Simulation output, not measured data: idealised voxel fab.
process module | voxel transistor to metal
cross-section cut | 200 nm wide | cells 5 nm
A cross-section is a grid of square cells, given in bands from the top down. A band is one or more rows of cells.
Each band's line starts with the height of the band's top and of its bottom, in nm. Then come its materials from left to right, each with its width in nm. One material with "throughout" fills the band from edge to edge. "air" is empty space.
Height 0 is the level under which the wafer as received is all one material. The lowest band goes on downwards, as in "0 down".
A width such as "30 to 40" changes by the same amount from each row of cells to the next, from the band's top row to its bottom row.
"no change" after a step means that no cell of the cross-section changed.
closed voids: empty space of 8 cells or more with no open way to the top, each as width x height at its distance from the left edge, in nm
after a step's settings: what the simulator itself notes on the step
overlay nm, on a step with a mask: how far to the right of its planned place the mask lay; to the left if negative
plan
1 op RECEIVE | material Si
2 op OXIDIZE | depth nm 5
3 op CONFORMAL_DEP | material SiN | thk nm 10
4 op MASKED_ETCH | tone cover | mask id ACTIVE | width nm 110 | etch materials SiN | depth nm 10 | overlay nm 0
5 op MASKED_ETCH | tone cover | mask id ACTIVE | width nm 110 | etch materials SiO2 | depth nm 5 | overlay nm 0
6 op MASKED_ETCH | tone cover | mask id ACTIVE | width nm 110 | etch materials Si | depth nm 35 | overlay nm 0
7 op OXIDIZE | depth nm 5
8 op FILL_DEP | material SiO2 | thk nm 5
9 op CMP | height nm 10
10 op SELECTIVE_ETCH | etch materials SiO2 | depth nm 10
11 op STRIP | etch materials SiN
12 op SELECTIVE_ETCH | etch materials SiO2 | depth nm 5
13 op OXIDIZE | depth nm 5
14 op DIRECTIONAL_DEP | material polySi | thk nm 25
15 op DIRECTIONAL_DEP | material SiCN | thk nm 15
16 op DIRECTIONAL_DEP | material aC | thk nm 15
17 op PATTERN | tone cover | mask id GATE | material resist | width nm 20 | thk nm 30 | overlay nm 0
18 op DIRECTIONAL_ETCH | etch materials aC | depth nm 15
19 op STRIP | etch materials resist
20 op DIRECTIONAL_ETCH | etch materials SiCN | depth nm 25
21 op DIRECTIONAL_ETCH | etch materials polySi | depth nm 35
22 op STRIP | etch materials aC
23 op CONFORMAL_DEP | material SiO2 | thk nm 5
24 op DIRECTIONAL_ETCH | etch materials SiO2 | depth nm 5
25 op CONFORMAL_DEP | material SiN | thk nm 5
26 op DIRECTIONAL_ETCH | etch materials SiN | depth nm 5
27 op DIRECTIONAL_ETCH | etch materials SiO2 | depth nm 5
28 op DIRECTIONAL_ETCH | etch materials Si | depth nm 10
29 op EPI | material nSi | thk nm 10
30 op FILL_DEP | material SiO2 | thk nm 10
31 op CMP | height nm 35
32 op DIRECTIONAL_DEP | material SiO2 | thk nm 15
33 op DIRECTIONAL_DEP | material aC | thk nm 10
34 op PATTERN | tone open | mask id CONTACT | material resist | width nm 20 | pitch nm 80 | thk nm 25 | overlay nm 0
35 op DIRECTIONAL_ETCH | etch materials aC | depth nm 10
36 op STRIP | etch materials resist
37 op DIRECTIONAL_ETCH | etch materials SiO2 | depth nm 60
38 op STRIP | etch materials aC
39 op CONFORMAL_DEP | material TiN | thk nm 5
40 op FILL_DEP | material W | thk nm 10
41 op CMP | height nm 50
42 op CONFORMAL_DEP | material SiN | thk nm 5
43 op DIRECTIONAL_DEP | material lowk | thk nm 25
44 op MASKED_ETCH | tone open | mask id METAL_1 | width nm 20 | pitch nm 80 | etch materials lowk | depth nm 25 | overlay nm 0
45 op MASKED_ETCH | tone open | mask id METAL_1 | width nm 20 | pitch nm 80 | etch materials SiN | depth nm 5 | overlay nm 0
46 op CONFORMAL_DEP | material TiN | thk nm 5
47 op FILL_DEP | material W | thk nm 10
48 op CMP | height nm 80
49 op EPI | material Ru | thk nm 5
50 op FILL_DEP | material SiCN | thk nm 5
first wafer, as planned
as received, after step 1
  0 down: Si throughout
  closed voids: none
after step 2
  0 to -5: SiO2 throughout
  below -5: unchanged
after step 3
  10 to 0: SiN throughout
  below 0: unchanged
after step 4
  10 to 0: air 45 | SiN 110 | air 45
  below 0: unchanged
after step 5
  10 to 0: air 45 | SiN 110 | air 45
  0 to -5: air 45 | SiO2 110 | air 45
  below -5: unchanged
after step 6
  10 to 0: air 45 | SiN 110 | air 45
  0 to -5: air 45 | SiO2 110 | air 45
  -5 to -40: air 45 | Si 110 | air 45
  below -40: unchanged
after step 7
  10 to 0: air 45 | SiN 110 | air 45
  0 to -5: air 45 | SiO2 110 | air 45
  -5 to -40: air 45 | SiO2 5 | Si 100 | SiO2 5 | air 45
  -40 to -45: SiO2 50 | Si 100 | SiO2 50
  below -45: unchanged
after step 8
  15 to 10: SiO2 throughout
  10 to 0: SiO2 45 | SiN 110 | SiO2 45
  0 to -5: SiO2 throughout
  -5 to -45: SiO2 50 | Si 100 | SiO2 50
  below -45: unchanged
after step 9
  10 to 0: SiO2 45 | SiN 110 | SiO2 45
  below 0: unchanged
after step 10
  10 to 0: air 45 | SiN 110 | air 45
  below 0: unchanged
after step 11
  0 to -5: SiO2 throughout
  below -5: unchanged
after step 12
  -5 to -45: SiO2 50 | Si 100 | SiO2 50
  below -45: unchanged
after step 13
  -5 to -10: SiO2 throughout
  below -10: unchanged
after step 14
  20 to -5: polySi throughout
  below -5: unchanged
after step 15
  35 to 20: SiCN throughout
  below 20: unchanged
after step 16
  50 to 35: aC throughout
  below 35: unchanged
after step 17
  80 to 50: air 90 | resist 20 | air 90
  below 50: unchanged
after step 18
  65 to 50: air 90 | resist 20 | air 90
  50 to 35: air 90 | aC 20 | air 90
  below 35: unchanged
after step 19
  50 to 35: air 90 | aC 20 | air 90
  below 35: unchanged
after step 20
  50 to 35: air 90 | aC 20 | air 90
  35 to 20: air 90 | SiCN 20 | air 90
  below 20: unchanged
after step 21
  50 to 35: air 90 | aC 20 | air 90
  35 to 20: air 90 | SiCN 20 | air 90
  20 to -5: air 90 | polySi 20 | air 90
  below -5: unchanged
after step 22
  35 to 20: air 90 | SiCN 20 | air 90
  below 20: unchanged
after step 23
  40 to 35: air 85 | SiO2 30 | air 85
  35 to 20: air 85 | SiO2 5 | SiCN 20 | SiO2 5 | air 85
  20 to 0: air 85 | SiO2 5 | polySi 20 | SiO2 5 | air 85
  0 to -5: SiO2 90 | polySi 20 | SiO2 90
  below -5: unchanged
after step 24
  35 to 20: air 85 | SiO2 5 | SiCN 20 | SiO2 5 | air 85
  20 to -5: air 85 | SiO2 5 | polySi 20 | SiO2 5 | air 85
  below -5: unchanged
after step 25
  40 to 35: air 80 | SiN 40 | air 80
  35 to 20: air 80 | SiN 5 | SiO2 5 | SiCN 20 | SiO2 5 | SiN 5 | air 80
  20 to 0: air 80 | SiN 5 | SiO2 5 | polySi 20 | SiO2 5 | SiN 5 | air 80
  0 to -5: SiN 85 | SiO2 5 | polySi 20 | SiO2 5 | SiN 85
  below -5: unchanged
after step 26
  35 to 20: air 80 | SiN 5 | SiO2 5 | SiCN 20 | SiO2 5 | SiN 5 | air 80
  20 to -5: air 80 | SiN 5 | SiO2 5 | polySi 20 | SiO2 5 | SiN 5 | air 80
  below -5: unchanged
after step 27
  35 to 30: air 80 | SiN 5 | air 5 | SiCN 20 | air 5 | SiN 5 | air 80
  30 to 20: air 80 | SiN 5 | SiO2 5 | SiCN 20 | SiO2 5 | SiN 5 | air 80
  20 to -5: air 80 | SiN 5 | SiO2 5 | polySi 20 | SiO2 5 | SiN 5 | air 80
  -5 to -10: air 80 | SiO2 40 | air 80
  below -10: unchanged
after step 28
  35 to 30: air 80 | SiN 5 | air 5 | SiCN 20 | air 5 | SiN 5 | air 80
  30 to 20: air 80 | SiN 5 | SiO2 5 | SiCN 20 | SiO2 5 | SiN 5 | air 80
  20 to -5: air 80 | SiN 5 | SiO2 5 | polySi 20 | SiO2 5 | SiN 5 | air 80
  -5 to -10: air 80 | SiO2 40 | air 80
  -10 to -20: SiO2 50 | air 30 | Si 40 | air 30 | SiO2 50
  below -20: unchanged
after step 29
  35 to 30: air 80 | SiN 5 | air 5 | SiCN 20 | air 5 | SiN 5 | air 80
  30 to 20: air 80 | SiN 5 | SiO2 5 | SiCN 20 | SiO2 5 | SiN 5 | air 80
  20 to 0: air 80 | SiN 5 | SiO2 5 | polySi 20 | SiO2 5 | SiN 5 | air 80
  0 to -5: air 70 | nSi 10 | SiN 5 | SiO2 5 | polySi 20 | SiO2 5 | SiN 5 | nSi 10 | air 70
  -5 to -10: air 70 | nSi 10 | SiO2 40 | nSi 10 | air 70
  -10 to -20: SiO2 50 | nSi 30 | Si 40 | nSi 30 | SiO2 50
  below -20: unchanged
after step 30
  45 to 35: SiO2 throughout
  35 to 20: SiO2 80 | SiN 5 | SiO2 5 | SiCN 20 | SiO2 5 | SiN 5 | SiO2 80
  20 to 0: SiO2 80 | SiN 5 | SiO2 5 | polySi 20 | SiO2 5 | SiN 5 | SiO2 80
  0 to -5: SiO2 70 | nSi 10 | SiN 5 | SiO2 5 | polySi 20 | SiO2 5 | SiN 5 | nSi 10 | SiO2 70
  -5 to -10: SiO2 70 | nSi 10 | SiO2 40 | nSi 10 | SiO2 70
  below -10: unchanged
after step 31
  35 to 20: SiO2 80 | SiN 5 | SiO2 5 | SiCN 20 | SiO2 5 | SiN 5 | SiO2 80
  below 20: unchanged
after step 32
  50 to 35: SiO2 throughout
  below 35: unchanged
after step 33
  60 to 50: aC throughout
  below 50: unchanged
after step 34
  85 to 60: resist 50 | air 20 | resist 60 | air 20 | resist 50
  below 60: unchanged
after step 35
  75 to 60: resist 50 | air 20 | resist 60 | air 20 | resist 50
  60 to 50: aC 50 | air 20 | aC 60 | air 20 | aC 50
  below 50: unchanged
after step 36
  60 to 50: aC 50 | air 20 | aC 60 | air 20 | aC 50
  below 50: unchanged
after step 37
  60 to 50: aC 50 | air 20 | aC 60 | air 20 | aC 50
  50 to 35: SiO2 50 | air 20 | SiO2 60 | air 20 | SiO2 50
  35 to 20: SiO2 50 | air 20 | SiO2 10 | SiN 5 | SiO2 5 | SiCN 20 | SiO2 5 | SiN 5 | SiO2 10 | air 20 | SiO2 50
  20 to 0: SiO2 50 | air 20 | SiO2 10 | SiN 5 | SiO2 5 | polySi 20 | SiO2 5 | SiN 5 | SiO2 10 | air 20 | SiO2 50
  0 to -5: SiO2 50 | air 20 | nSi 10 | SiN 5 | SiO2 5 | polySi 20 | SiO2 5 | SiN 5 | nSi 10 | air 20 | SiO2 50
  -5 to -10: SiO2 50 | air 20 | nSi 10 | SiO2 40 | nSi 10 | air 20 | SiO2 50
  below -10: unchanged
after step 38
  50 to 35: SiO2 50 | air 20 | SiO2 60 | air 20 | SiO2 50
  below 35: unchanged
after step 39
  55 to 50: TiN 55 | air 10 | TiN 70 | air 10 | TiN 55
  50 to 35: SiO2 50 | TiN 5 | air 10 | TiN 5 | SiO2 60 | TiN 5 | air 10 | TiN 5 | SiO2 50
  35 to 20: SiO2 50 | TiN 5 | air 10 | TiN 5 | SiO2 10 | SiN 5 | SiO2 5 | SiCN 20 | SiO2 5 | SiN 5 | SiO2 10 | TiN 5 | air 10 | TiN 5 | SiO2 50
  20 to 0: SiO2 50 | TiN 5 | air 10 | TiN 5 | SiO2 10 | SiN 5 | SiO2 5 | polySi 20 | SiO2 5 | SiN 5 | SiO2 10 | TiN 5 | air 10 | TiN 5 | SiO2 50
  0 to -5: SiO2 50 | TiN 5 | air 10 | TiN 5 | nSi 10 | SiN 5 | SiO2 5 | polySi 20 | SiO2 5 | SiN 5 | nSi 10 | TiN 5 | air 10 | TiN 5 | SiO2 50
  -5 to -10: SiO2 50 | TiN 20 | nSi 10 | SiO2 40 | nSi 10 | TiN 20 | SiO2 50
  below -10: unchanged
after step 40
  65 to 55: W throughout
  55 to 50: TiN 55 | W 10 | TiN 70 | W 10 | TiN 55
  50 to 35: SiO2 50 | TiN 5 | W 10 | TiN 5 | SiO2 60 | TiN 5 | W 10 | TiN 5 | SiO2 50
  35 to 20: SiO2 50 | TiN 5 | W 10 | TiN 5 | SiO2 10 | SiN 5 | SiO2 5 | SiCN 20 | SiO2 5 | SiN 5 | SiO2 10 | TiN 5 | W 10 | TiN 5 | SiO2 50
  20 to 0: SiO2 50 | TiN 5 | W 10 | TiN 5 | SiO2 10 | SiN 5 | SiO2 5 | polySi 20 | SiO2 5 | SiN 5 | SiO2 10 | TiN 5 | W 10 | TiN 5 | SiO2 50
  0 to -5: SiO2 50 | TiN 5 | W 10 | TiN 5 | nSi 10 | SiN 5 | SiO2 5 | polySi 20 | SiO2 5 | SiN 5 | nSi 10 | TiN 5 | W 10 | TiN 5 | SiO2 50
  below -5: unchanged
after step 41
  50 to 35: SiO2 50 | TiN 5 | W 10 | TiN 5 | SiO2 60 | TiN 5 | W 10 | TiN 5 | SiO2 50
  below 35: unchanged
after step 42
  55 to 50: SiN throughout
  below 50: unchanged
after step 43
  80 to 55: lowk throughout
  below 55: unchanged
after step 44
  80 to 55: lowk 50 | air 20 | lowk 60 | air 20 | lowk 50
  below 55: unchanged
after step 45
  80 to 55: lowk 50 | air 20 | lowk 60 | air 20 | lowk 50
  55 to 50: SiN 50 | air 20 | SiN 60 | air 20 | SiN 50
  below 50: unchanged
after step 46
  85 to 80: TiN 55 | air 10 | TiN 70 | air 10 | TiN 55
  80 to 55: lowk 50 | TiN 5 | air 10 | TiN 5 | lowk 60 | TiN 5 | air 10 | TiN 5 | lowk 50
  55 to 50: SiN 50 | TiN 20 | SiN 60 | TiN 20 | SiN 50
  below 50: unchanged
after step 47
  95 to 85: W throughout
  85 to 80: TiN 55 | W 10 | TiN 70 | W 10 | TiN 55
  80 to 55: lowk 50 | TiN 5 | W 10 | TiN 5 | lowk 60 | TiN 5 | W 10 | TiN 5 | lowk 50
  below 55: unchanged
after step 48
  80 to 55: lowk 50 | TiN 5 | W 10 | TiN 5 | lowk 60 | TiN 5 | W 10 | TiN 5 | lowk 50
  below 55: unchanged
after step 49
  85 to 80: air 45 | Ru 30 | air 50 | Ru 30 | air 45
  below 80: unchanged
after step 50
  90 to 85: SiCN throughout
  85 to 80: SiCN 45 | Ru 30 | SiCN 50 | Ru 30 | SiCN 45
  below 80: unchanged
second wafer: like start, like plan, one mistake. Through step 5 it matches the first wafer
when step 6 should have ended
  10 to 0: air 45 | SiN 110 | air 45
  0 to -5: air 45 | SiO2 110 | air 45
  -5 to -45: air 45 | Si 110 | air 45
  below -45: unchanged
when step 7 should have ended
  10 to 0: air 45 | SiN 110 | air 45
  0 to -5: air 45 | SiO2 110 | air 45
  -5 to -45: air 45 | SiO2 5 | Si 100 | SiO2 5 | air 45
  -45 to -50: SiO2 50 | Si 100 | SiO2 50
  below -50: unchanged
when step 8 should have ended
  15 to 10: SiO2 throughout
  10 to 0: SiO2 45 | SiN 110 | SiO2 45
  0 to -5: SiO2 throughout
  -5 to -50: SiO2 50 | Si 100 | SiO2 50
  below -50: unchanged
when step 9 should have ended
  10 to 0: SiO2 45 | SiN 110 | SiO2 45
  below 0: unchanged
when step 10 should have ended
  10 to 0: air 45 | SiN 110 | air 45
  below 0: unchanged
when step 11 should have ended
  0 to -5: SiO2 throughout
  below -5: unchanged
when step 12 should have ended
  -5 to -50: SiO2 50 | Si 100 | SiO2 50
  below -50: unchanged
when step 13 should have ended
  -5 to -10: SiO2 throughout
  below -10: unchanged
when step 14 should have ended
  20 to -5: polySi throughout
  below -5: unchanged
when step 15 should have ended
  35 to 20: SiCN throughout
  below 20: unchanged
when step 16 should have ended
  50 to 35: aC throughout
  below 35: unchanged
when step 17 should have ended
  80 to 50: air 90 | resist 20 | air 90
  below 50: unchanged
when step 18 should have ended
  65 to 50: air 90 | resist 20 | air 90
  50 to 35: air 90 | aC 20 | air 90
  below 35: unchanged
when step 19 should have ended
  50 to 35: air 90 | aC 20 | air 90
  below 35: unchanged
when step 20 should have ended
  50 to 35: air 90 | aC 20 | air 90
  35 to 20: air 90 | SiCN 20 | air 90
  below 20: unchanged
when step 21 should have ended
  50 to 35: air 90 | aC 20 | air 90
  35 to 20: air 90 | SiCN 20 | air 90
  20 to -5: air 90 | polySi 20 | air 90
  below -5: unchanged
when step 22 should have ended
  35 to 20: air 90 | SiCN 20 | air 90
  below 20: unchanged
when step 23 should have ended
  40 to 35: air 85 | SiO2 30 | air 85
  35 to 20: air 85 | SiO2 5 | SiCN 20 | SiO2 5 | air 85
  20 to 0: air 85 | SiO2 5 | polySi 20 | SiO2 5 | air 85
  0 to -5: SiO2 90 | polySi 20 | SiO2 90
  below -5: unchanged
when step 24 should have ended
  35 to 20: air 85 | SiO2 5 | SiCN 20 | SiO2 5 | air 85
  20 to -5: air 85 | SiO2 5 | polySi 20 | SiO2 5 | air 85
  below -5: unchanged
when step 25 should have ended
  40 to 35: air 80 | SiN 40 | air 80
  35 to 20: air 80 | SiN 5 | SiO2 5 | SiCN 20 | SiO2 5 | SiN 5 | air 80
  20 to 0: air 80 | SiN 5 | SiO2 5 | polySi 20 | SiO2 5 | SiN 5 | air 80
  0 to -5: SiN 85 | SiO2 5 | polySi 20 | SiO2 5 | SiN 85
  below -5: unchanged
when step 26 should have ended
  35 to 20: air 80 | SiN 5 | SiO2 5 | SiCN 20 | SiO2 5 | SiN 5 | air 80
  20 to -5: air 80 | SiN 5 | SiO2 5 | polySi 20 | SiO2 5 | SiN 5 | air 80
  below -5: unchanged
when step 27 should have ended
  35 to 30: air 80 | SiN 5 | air 5 | SiCN 20 | air 5 | SiN 5 | air 80
  30 to 20: air 80 | SiN 5 | SiO2 5 | SiCN 20 | SiO2 5 | SiN 5 | air 80
  20 to -5: air 80 | SiN 5 | SiO2 5 | polySi 20 | SiO2 5 | SiN 5 | air 80
  -5 to -10: air 80 | SiO2 40 | air 80
  below -10: unchanged
when step 28 should have ended
  35 to 30: air 80 | SiN 5 | air 5 | SiCN 20 | air 5 | SiN 5 | air 80
  30 to 20: air 80 | SiN 5 | SiO2 5 | SiCN 20 | SiO2 5 | SiN 5 | air 80
  20 to -5: air 80 | SiN 5 | SiO2 5 | polySi 20 | SiO2 5 | SiN 5 | air 80
  -5 to -10: air 80 | SiO2 40 | air 80
  -10 to -20: SiO2 50 | air 30 | Si 40 | air 30 | SiO2 50
  below -20: unchanged
when step 29 should have ended
  35 to 30: air 80 | SiN 5 | air 5 | SiCN 20 | air 5 | SiN 5 | air 80
  30 to 20: air 80 | SiN 5 | SiO2 5 | SiCN 20 | SiO2 5 | SiN 5 | air 80
  20 to 0: air 80 | SiN 5 | SiO2 5 | polySi 20 | SiO2 5 | SiN 5 | air 80
  0 to -5: air 70 | nSi 10 | SiN 5 | SiO2 5 | polySi 20 | SiO2 5 | SiN 5 | nSi 10 | air 70
  -5 to -10: air 70 | nSi 10 | SiO2 40 | nSi 10 | air 70
  -10 to -20: SiO2 50 | nSi 30 | Si 40 | nSi 30 | SiO2 50
  below -20: unchanged
when step 30 should have ended
  45 to 35: SiO2 throughout
  35 to 20: SiO2 80 | SiN 5 | SiO2 5 | SiCN 20 | SiO2 5 | SiN 5 | SiO2 80
  20 to 0: SiO2 80 | SiN 5 | SiO2 5 | polySi 20 | SiO2 5 | SiN 5 | SiO2 80
  0 to -5: SiO2 70 | nSi 10 | SiN 5 | SiO2 5 | polySi 20 | SiO2 5 | SiN 5 | nSi 10 | SiO2 70
  -5 to -10: SiO2 70 | nSi 10 | SiO2 40 | nSi 10 | SiO2 70
  below -10: unchanged
when step 31 should have ended
  35 to 20: SiO2 80 | SiN 5 | SiO2 5 | SiCN 20 | SiO2 5 | SiN 5 | SiO2 80
  below 20: unchanged
when step 32 should have ended
  50 to 35: SiO2 throughout
  below 35: unchanged
when step 33 should have ended
  60 to 50: aC throughout
  below 50: unchanged
when step 34 should have ended
  85 to 60: resist 50 | air 20 | resist 60 | air 20 | resist 50
  below 60: unchanged
when step 35 should have ended
  75 to 60: resist 50 | air 20 | resist 60 | air 20 | resist 50
  60 to 50: aC 50 | air 20 | aC 60 | air 20 | aC 50
  below 50: unchanged
when step 36 should have ended
  60 to 50: aC 50 | air 20 | aC 60 | air 20 | aC 50
  below 50: unchanged
when step 37 should have ended
  60 to 50: aC 50 | air 20 | aC 60 | air 20 | aC 50
  50 to 35: SiO2 50 | air 20 | SiO2 60 | air 20 | SiO2 50
  35 to 20: SiO2 50 | air 20 | SiO2 10 | SiN 5 | SiO2 5 | SiCN 20 | SiO2 5 | SiN 5 | SiO2 10 | air 20 | SiO2 50
  20 to 0: SiO2 50 | air 20 | SiO2 10 | SiN 5 | SiO2 5 | polySi 20 | SiO2 5 | SiN 5 | SiO2 10 | air 20 | SiO2 50
  0 to -5: SiO2 50 | air 20 | nSi 10 | SiN 5 | SiO2 5 | polySi 20 | SiO2 5 | SiN 5 | nSi 10 | air 20 | SiO2 50
  -5 to -10: SiO2 50 | air 20 | nSi 10 | SiO2 40 | nSi 10 | air 20 | SiO2 50
  below -10: unchanged
when step 38 should have ended
  50 to 35: SiO2 50 | air 20 | SiO2 60 | air 20 | SiO2 50
  below 35: unchanged
when step 39 should have ended
  55 to 50: TiN 55 | air 10 | TiN 70 | air 10 | TiN 55
  50 to 35: SiO2 50 | TiN 5 | air 10 | TiN 5 | SiO2 60 | TiN 5 | air 10 | TiN 5 | SiO2 50
  35 to 20: SiO2 50 | TiN 5 | air 10 | TiN 5 | SiO2 10 | SiN 5 | SiO2 5 | SiCN 20 | SiO2 5 | SiN 5 | SiO2 10 | TiN 5 | air 10 | TiN 5 | SiO2 50
  20 to 0: SiO2 50 | TiN 5 | air 10 | TiN 5 | SiO2 10 | SiN 5 | SiO2 5 | polySi 20 | SiO2 5 | SiN 5 | SiO2 10 | TiN 5 | air 10 | TiN 5 | SiO2 50
  0 to -5: SiO2 50 | TiN 5 | air 10 | TiN 5 | nSi 10 | SiN 5 | SiO2 5 | polySi 20 | SiO2 5 | SiN 5 | nSi 10 | TiN 5 | air 10 | TiN 5 | SiO2 50
  -5 to -10: SiO2 50 | TiN 20 | nSi 10 | SiO2 40 | nSi 10 | TiN 20 | SiO2 50
  below -10: unchanged
when step 40 should have ended
  65 to 55: W throughout
  55 to 50: TiN 55 | W 10 | TiN 70 | W 10 | TiN 55
  50 to 35: SiO2 50 | TiN 5 | W 10 | TiN 5 | SiO2 60 | TiN 5 | W 10 | TiN 5 | SiO2 50
  35 to 20: SiO2 50 | TiN 5 | W 10 | TiN 5 | SiO2 10 | SiN 5 | SiO2 5 | SiCN 20 | SiO2 5 | SiN 5 | SiO2 10 | TiN 5 | W 10 | TiN 5 | SiO2 50
  20 to 0: SiO2 50 | TiN 5 | W 10 | TiN 5 | SiO2 10 | SiN 5 | SiO2 5 | polySi 20 | SiO2 5 | SiN 5 | SiO2 10 | TiN 5 | W 10 | TiN 5 | SiO2 50
  0 to -5: SiO2 50 | TiN 5 | W 10 | TiN 5 | nSi 10 | SiN 5 | SiO2 5 | polySi 20 | SiO2 5 | SiN 5 | nSi 10 | TiN 5 | W 10 | TiN 5 | SiO2 50
  below -5: unchanged
when step 41 should have ended
  50 to 35: SiO2 50 | TiN 5 | W 10 | TiN 5 | SiO2 60 | TiN 5 | W 10 | TiN 5 | SiO2 50
  below 35: unchanged
when step 42 should have ended
  55 to 50: SiN throughout
  below 50: unchanged
when step 43 should have ended
  80 to 55: lowk throughout
  below 55: unchanged
when step 44 should have ended
  80 to 55: lowk 50 | air 20 | lowk 60 | air 20 | lowk 50
  below 55: unchanged
when step 45 should have ended
  80 to 55: lowk 50 | air 20 | lowk 60 | air 20 | lowk 50
  55 to 50: SiN 50 | air 20 | SiN 60 | air 20 | SiN 50
  below 50: unchanged
when step 46 should have ended
  85 to 80: TiN 55 | air 10 | TiN 70 | air 10 | TiN 55
  80 to 55: lowk 50 | TiN 5 | air 10 | TiN 5 | lowk 60 | TiN 5 | air 10 | TiN 5 | lowk 50
  55 to 50: SiN 50 | TiN 20 | SiN 60 | TiN 20 | SiN 50
  below 50: unchanged
when step 47 should have ended
  95 to 85: W throughout
  85 to 80: TiN 55 | W 10 | TiN 70 | W 10 | TiN 55
  80 to 55: lowk 50 | TiN 5 | W 10 | TiN 5 | lowk 60 | TiN 5 | W 10 | TiN 5 | lowk 50
  below 55: unchanged
when step 48 should have ended
  80 to 55: lowk 50 | TiN 5 | W 10 | TiN 5 | lowk 60 | TiN 5 | W 10 | TiN 5 | lowk 50
  below 55: unchanged
when step 49 should have ended
  85 to 80: air 45 | Ru 30 | air 50 | Ru 30 | air 45
  below 80: unchanged
when step 50 should have ended
  90 to 85: SiCN throughout
  85 to 80: SiCN 45 | Ru 30 | SiCN 50 | Ru 30 | SiCN 45
  below 80: unchanged
what went wrong: step 6 ran as: op MASKED_ETCH | tone cover | mask id ACTIVE | width nm 110 | etch materials Si | depth nm 40 | overlay nm 0
at the end the second wafer has, in cells: 20 fewer of Si | 20 more of SiO2
